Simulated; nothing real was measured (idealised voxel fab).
Process module, titled voxel ribs on slabs
It is cross-section cut that appears here, measuring 235 nm in width, its square cells being 5 nm in size.
We lay out every cross-section as a grid of square cells and spell it out in bands from the top down, where one band means one or more rows of cells.
In this notation a band is specified by the heights of its top and bottom, in that order and in nm, after which its materials appear from left to right, each paired with its width in nm. The word "full width" attached to a single material means that material fills the band from edge to edge; the word "blank" stands for empty space.
Zero point of the height axis is 0; under it, received wafer = one material. Lowest band: continues down indefinitely, "0 down".
Top row gets the first number, bottom row gets the second, and each row in between changes by the same step: that is how a band width like "30..40" works.
Any step labelled "no change occurred" changed none of the cells in the cross-section.
Entry "Entrapped void list" = empty spaces >= 8 cells with no open way to the top; each as width x height at distance, distance from left edge, all nm.
That trailing text on a step's line, after the settings, is the simulator's own remark on the step.
"overlay nm" answers the question of how far to the right of plan the mask lay on a step that has a mask, and when it is negative the answer is to the left.
Planned step list for the process:
1. RECEIVE: material Si
2. DIRECTIONAL_DEP: material SiO2, thk nm 25
3. DIRECTIONAL_DEP: material polySi, thk nm 20
4. MASKED_ETCH: tone cover, mask id RIB, width nm 15, etch materials polySi, depth nm 5, overlay nm 0
5. MASKED_ETCH: tone cover, mask id SLAB, width nm 70, etch materials polySi, depth nm 15, overlay nm 0
6. FILL_DEP: material SiO2, thk nm 25
7. CMP: height nm 65
8. DIRECTIONAL_DEP: material TiN, thk nm 5
9. PATTERN: tone cover, mask id HEATER, material resist, width nm 30, thk nm 20, overlay nm 0
10. DIRECTIONAL_ETCH: etch materials TiN, depth nm 5
11. STRIP: etch materials resist
12. CONFORMAL_DEP: material SiO2, thk nm 5
What sets these wafers apart? The width nm at step 4. They all start alike, and the plan carries the first wafer's value.
Sectional view: first of several wafers, as received, after step 1:
> 0 down | Si full width
> Entrapped void list: none
Wafer rows, end of module: cells per material gained (+) or lost (-) since receipt; closed voids last:
width nm 15; +615 SiO2; +6 TiN; +45 polySi; Entrapped void list: none
width nm 20; +614 SiO2; +6 TiN; +46 polySi; Entrapped void list: none
width nm 25; +613 SiO2; +6 TiN; +47 polySi; Entrapped void list: none
width nm 30; +612 SiO2; +6 TiN; +48 polySi; Entrapped void list: none
width nm 35; +611 SiO2; +6 TiN; +49 polySi; Entrapped void list: none
